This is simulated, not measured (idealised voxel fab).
The process module that follows is named voxel ribs on slabs.
The cross-section on display is named cut; it measures 200 nm wide, and its cells are 5 nm squares.
Reading order for cross-sections: top band down to bottom band. Underlying form: a grid of square cells. Band size: one or more rows of cells.
This entry defines a band. It first specifies the height of the band's top and the height of its bottom in nm, and then specifies the band's materials from left to right, stating each material with its width in nm. The word "edge to edge" identifies a single material that fills the band from edge to edge, while the word "air" identifies empty space.
Counting heights begins at 0, where everything beneath is, in the wafer as received, one material. The lowest band has no bottom; it goes on downwards, as "0 and below" shows.
Graded width ("30->40"): value in top row of band = first number; value in bottom row = second number; row-to-row change constant.
The designation "no modifications", where it is given for a processing step, indicates that no cell of the cross-section was altered in the course of that step.
Under "Enclosed void catalog" you'll find the enclosed gaps, the ones with no way out to the top, that are 8 cells or bigger; each reads width x height at distance, with distance counted from the left edge, everything in nm.
Text after the settings on a step's line: the simulator's own remark on that step.
overlay nm: how far to the right of its planned place the mask lay on this masked step (negative: to the left).

The following list gives the planned process steps
1 RECEIVE,material Si
2 DIRECTIONAL_DEP,material SiO2,thk nm 30
3 DIRECTIONAL_DEP,material SiN,thk nm 15
4 PATTERN,tone cover,mask id RIB,material resist,width nm 30,thk nm 20,overlay nm 0
5 DIRECTIONAL_ETCH,etch materials SiN,depth nm 5
6 STRIP,etch materials resist
7 PATTERN,tone cover,mask id SLAB,material resist,width nm 70,thk nm 20,overlay nm 0
8 DIRECTIONAL_ETCH,etch materials SiN,depth nm 10
9 STRIP,etch materials resist
10 FILL_DEP,material SiO2,thk nm 25
11 CMP,height nm 60
12 DIRECTIONAL_DEP,material TiN,thk nm 5
13 PATTERN,tone cover,mask id HEATER,material resist,width nm 40,thk nm 15,overlay nm 0
14 DIRECTIONAL_ETCH,etch materials TiN,depth nm 5
15 STRIP,etch materials resist
16 CONFORMAL_DEP,material SiO2,thk nm 10

Incoming wafer in cross-section (state: after step 1)
  0 and below = Si edge to edge
  Enclosed void catalog: none

Post-module cross-section: identical start and plan to those above, one misstep in execution
  75 down to 70 = 70 nm air; 60 nm SiO2; 70 nm air
  70 down to 65 = SiO2 edge to edge
  65 down to 60 = 80 nm SiO2; 40 nm TiN; 80 nm SiO2
  60 down to 55 = 85 nm SiO2; 30 nm SiN; 85 nm SiO2
  55 down to 45 = 65 nm SiO2; 70 nm SiN; 65 nm SiO2
  45 down to 30 = SiN edge to edge
  30 down to 0 = SiO2 edge to edge
  0 and below = Si edge to edge
  Enclosed void catalog: none
In executing the process, a mistake was made relative to the plan: step 3 from the plan got run twice
